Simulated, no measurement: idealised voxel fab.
process module | voxel capacitor over wiring
cross-section cut | 260 nm wide | cells 5 nm
A cross-section is a grid of square cells, given in bands from the top down. A band is one or more rows of cells.
Each band's line starts with the height of the band's top and of its bottom, in nm. Then come its materials from left to right, each with its width in nm. One material with "throughout" fills the band from edge to edge. "air" is empty space.
Height 0 is the level under which the wafer as received is all one material. The lowest band goes on downwards, as in "0 down".
A width such as "30 to 40" changes by the same amount from each row of cells to the next, from the band's top row to its bottom row.
"no change" after a step means that no cell of the cross-section changed.
closed voids: empty space of 8 cells or more with no open way to the top, each as width x height at its distance from the left edge, in nm
after a step's settings: what the simulator itself notes on the step
overlay nm, on a step with a mask: how far to the right of its planned place the mask lay; to the left if negative
plan
1 op RECEIVE | material Si
2 op CONFORMAL_DEP | material SiO2 | thk nm 10
3 op CONFORMAL_DEP | material SiN | thk nm 5
4 op DIRECTIONAL_DEP | material lowk | thk nm 25
5 op DIRECTIONAL_DEP | material aC | thk nm 15
6 op PATTERN | tone open | mask id METAL_1 | material resist | width nm 20 | pitch nm 80 | thk nm 30 | overlay nm 0
7 op DIRECTIONAL_ETCH | etch materials aC | depth nm 15
8 op STRIP | etch materials resist
9 op DIRECTIONAL_ETCH | etch materials lowk | depth nm 25
10 op DIRECTIONAL_ETCH | etch materials SiN | depth nm 5
11 op STRIP | etch materials aC
12 op CONFORMAL_DEP | material TiN | thk nm 5
13 op FILL_DEP | material Cu | thk nm 5
14 op CMP | height nm 40
15 op CONFORMAL_DEP | material SiCN | thk nm 5
16 op DIRECTIONAL_DEP | material SiO2 | thk nm 20
17 op PATTERN | tone open | mask id PLUG_1 | material resist | width nm 15 | thk nm 20 | overlay nm 0
18 op DIRECTIONAL_ETCH | etch materials SiO2 | depth nm 20
19 op DIRECTIONAL_ETCH | etch materials SiCN | depth nm 5
20 op STRIP | etch materials resist
21 op EPI | material Ru | thk nm 10
22 op EPI | material Ru | thk nm 10
23 op EPI | material Ru | thk nm 5
24 op DIRECTIONAL_DEP | material TiN | thk nm 5
25 op DIRECTIONAL_DEP | material Al2O3 | thk nm 5
26 op DIRECTIONAL_DEP | material TiN | thk nm 5
27 op PATTERN | tone cover | mask id UPPER_PLATE | material resist | width nm 65 | thk nm 20 | overlay nm 0
28 op DIRECTIONAL_ETCH | etch materials TiN | depth nm 5
29 op DIRECTIONAL_ETCH | etch materials Al2O3 | depth nm 5
30 op STRIP | etch materials resist
31 op DIRECTIONAL_DEP | material aC | thk nm 10
32 op PATTERN | tone cover | mask id LOWER_PLATE | material resist | width nm 75 | thk nm 25 | overlay nm 0
33 op DIRECTIONAL_ETCH | etch materials aC | depth nm 10
34 op STRIP | etch materials resist
35 op DIRECTIONAL_ETCH | etch materials TiN | depth nm 5
36 op STRIP | etch materials aC
37 op FILL_DEP | material SiO2 | thk nm 20
38 op CMP | height nm 95
39 op DIRECTIONAL_DEP | material aC | thk nm 15
40 op PATTERN | tone open | mask id PLUG_2 | material resist | width nm 15 | thk nm 30 | overlay nm 0
41 op DIRECTIONAL_ETCH | etch materials aC | depth nm 15
42 op STRIP | etch materials resist
43 op DIRECTIONAL_ETCH | etch materials SiO2 | depth nm 15
44 op STRIP | etch materials aC
45 op CONFORMAL_DEP | material TiN | thk nm 5
46 op FILL_DEP | material Cu | thk nm 10
47 op CMP | height nm 95
48 op CONFORMAL_DEP | material SiN | thk nm 5
as received, after step 1
  0 down: Si throughout
  closed voids: none
first wafer at the end, as planned
  100 to 95: SiN throughout
  95 to 85: SiO2 95 | TiN 5 | Cu 5 | TiN 5 | SiO2 150
  85 to 75: SiO2 95 to 85 | TiN 15 to 65 | SiO2 150 to 110
  75 to 70: SiO2 85 | Al2O3 65 | SiO2 110
  70 to 65: SiO2 80 | TiN 75 | SiO2 105
  65 to 45: SiO2 85 | Ru 15 | SiO2 160
  45 to 40: SiCN 85 | Ru 15 | SiCN 160
  40 to 15: lowk 80 | TiN 5 | Cu 10 | TiN 5 | lowk 60 | TiN 5 | Cu 10 | TiN 5 | lowk 80
  15 to 10: SiN 80 | TiN 20 | SiN 60 | TiN 20 | SiN 80
  10 to 0: SiO2 throughout
  0 down: Si throughout
  closed voids: none
second wafer at the end: like start, like plan, one mistake
  100 to 95: SiN throughout
  95 to 90: SiO2 95 | TiN 5 | Cu 5 | TiN 5 | SiO2 150
  90 to 85: SiO2 95 | TiN 15 | SiO2 150
  85 to 80: SiO2 85 | TiN 5 | SiO2 5 | TiN 55 | SiO2 110
  80 to 75: SiO2 85 | Al2O3 5 | TiN 5 | Al2O3 55 | SiO2 110
  75 to 70: Ru 90 | Al2O3 5 | Ru 165
  70 to 65: TiN 85 | Ru 15 | TiN 160
  65 to 60: SiO2 85 | TiN 15 | SiO2 160
  60 to 45: SiO2 85 | Ru 15 | SiO2 160
  45 to 40: SiCN 85 | Ru 15 | SiCN 160
  40 to 15: lowk 80 | TiN 5 | Cu 10 | TiN 5 | lowk 60 | TiN 5 | Cu 10 | TiN 5 | lowk 80
  15 to 10: SiN 80 | TiN 20 | SiN 60 | TiN 20 | SiN 80
  10 to 0: SiO2 throughout
  0 down: Si throughout
  closed voids: none
what went wrong: steps 23 and 24 were swapped
at the end the second wafer has, in cells: 1 fewer of Cu | 51 more of Ru | 85 fewer of SiO2 | 35 more of TiN
